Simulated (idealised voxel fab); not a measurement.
process module | voxel air gaps
cross-section cut | 270 nm wide | cells 5 nm
A cross-section is a grid of square cells, given in bands from the top down. A band is one or more rows of cells.
Each band's line starts with the height of the band's top and of its bottom, in nm. Then come its materials from left to right, each with its width in nm. One material with "throughout" fills the band from edge to edge. "air" is empty space.
Height 0 is the level under which the wafer as received is all one material. The lowest band goes on downwards, as in "0 down".
A width such as "30 to 40" changes by the same amount from each row of cells to the next, from the band's top row to its bottom row.
"no change" after a step means that no cell of the cross-section changed.
closed voids: empty space of 8 cells or more with no open way to the top, each as width x height at its distance from the left edge, in nm
after a step's settings: what the simulator itself notes on the step
overlay nm, on a step with a mask: how far to the right of its planned place the mask lay; to the left if negative
plan
1 op RECEIVE | material Si
2 op CONFORMAL_DEP | material SiO2 | thk nm 15
3 op CONFORMAL_DEP | material SiN | thk nm 5
4 op DIRECTIONAL_DEP | material lowk | thk nm 30
5 op PATTERN | tone open | mask id LINES | material resist | width nm 25 | pitch nm 50 | thk nm 15 | overlay nm 0
6 op DIRECTIONAL_ETCH | etch materials lowk | depth nm 30
7 op STRIP | etch materials resist
8 op CONFORMAL_DEP | material TiN | thk nm 5
9 op FILL_DEP | material Cu | thk nm 10
10 op CMP | height nm 50
11 op EPI | material Ru | thk nm 10
12 op SELECTIVE_ETCH | etch materials lowk | depth nm 40
13 op CONFORMAL_DEP | material SiCN | thk nm 5
as received, after step 1
  0 down: Si throughout
  closed voids: none
a wafer at the end: this start, this plan, one mistake
  65 to 60: air 30 | SiCN 205 | air 35
  60 to 50: air 30 | SiCN 5 | Ru 45 | SiCN 5 | Ru 45 | SiCN 5 | Ru 45 | SiCN 5 | Ru 45 | SiCN 5 | air 35
  50 to 25: air 30 | SiCN 5 | Ru 10 | TiN 5 | Cu 15 | TiN 5 | Ru 10 | SiCN 5 | Ru 10 | TiN 5 | Cu 15 | TiN 5 | Ru 10 | SiCN 5 | Ru 10 | TiN 5 | Cu 15 | TiN 5 | Ru 10 | SiCN 5 | Ru 10 | TiN 5 | Cu 15 | TiN 5 | Ru 10 | SiCN 5 | air 35
  25 to 20: SiCN 35 | Ru 10 | TiN 25 | Ru 10 | SiCN 5 | Ru 10 | TiN 25 | Ru 10 | SiCN 5 | Ru 10 | TiN 25 | Ru 10 | SiCN 5 | Ru 10 | TiN 25 | Ru 10 | SiCN 40
  20 to 15: SiN throughout
  15 to 0: SiO2 throughout
  0 down: Si throughout
  closed voids: none
what went wrong: steps 11 and 12 were swapped
